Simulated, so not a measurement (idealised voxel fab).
The following process module bears the name voxel spacer lines.
The width of the displayed cross-section, cut, is 225 nm; its cells are square, with a size of 5 nm.
When this document writes out a cross-section, it uses a grid of square cells and lists it as bands, beginning at the top and moving down, with a band standing for one or more rows of cells.
For a band, the entry starts with two heights in nm, that of the top and then that of the bottom, and carries on with the band's materials in order from left to right, each alongside its width in nm; the word "full width" beside a single material means it fills the band edge to edge, and "empty" means empty space.
Height datum 0, below which the as-received substrate wafer is one material. Lowest band open at the bottom, running downward: "from 0 down".
So if you see something like "30..40" for the width, read it as the top row of the band sitting at the first number and the bottom row at the second, with every row in between moving by the same amount as the last.
"no modifications" after a step means that no cell of the cross-section changed.
"Closed void entries" means: voids of 8 cells or more that are shut off from the top with no open way through. Written width x height at distance, distance from the left edge, in nm.
What comes after the settings on a step's line is commentary from the simulator itself on that step.
When a step includes a mask, the "overlay nm" setting on its line states how far to the right of its planned place that mask lay, and negative values state how far to the left.

### Planned process steps
- 1: RECEIVE,material Si
- 2: CONFORMAL_DEP,material SiO2,thk nm 5
- 3: DIRECTIONAL_DEP,material polySi,thk nm 20
- 4: DIRECTIONAL_DEP,material aC,thk nm 25
- 5: PATTERN,tone cover,mask id MANDREL,material resist,width nm 15,pitch nm 60,thk nm 30,overlay nm 0
- 6: DIRECTIONAL_ETCH,etch materials aC,depth nm 25
- 7: STRIP,etch materials resist
- 8: CONFORMAL_DEP,material SiN,thk nm 15
- 9: DIRECTIONAL_ETCH,etch materials SiN,depth nm 15
- 10: STRIP,etch materials aC
- 11: DIRECTIONAL_ETCH,etch materials polySi,depth nm 20
- 12: STRIP,etch materials SiN
Keep in mind the plan's value for the width nm of step 5 comes from the first wafer; the wafers don't share that setting, but they do share the same starting point.

### Cross-section of the first of several wafers on receipt, reflecting completion of step 1
    from 0 down  Si full width
    Closed void entries: none

### The following table contains a row per wafer, in which are reported, at the conclusion of the module, the cells of each material gained (+) or lost (-) since the wafer's receipt, with its closed voids given thereafter
width nm 15 | +45 SiO2 | +48 polySi | Closed void entries: none
width nm 20 | +45 SiO2 | +48 polySi | Closed void entries: none
width nm 25 | +45 SiO2 | +48 polySi | Closed void entries: none
width nm 30 | +45 SiO2 | +48 polySi | Closed void entries: none
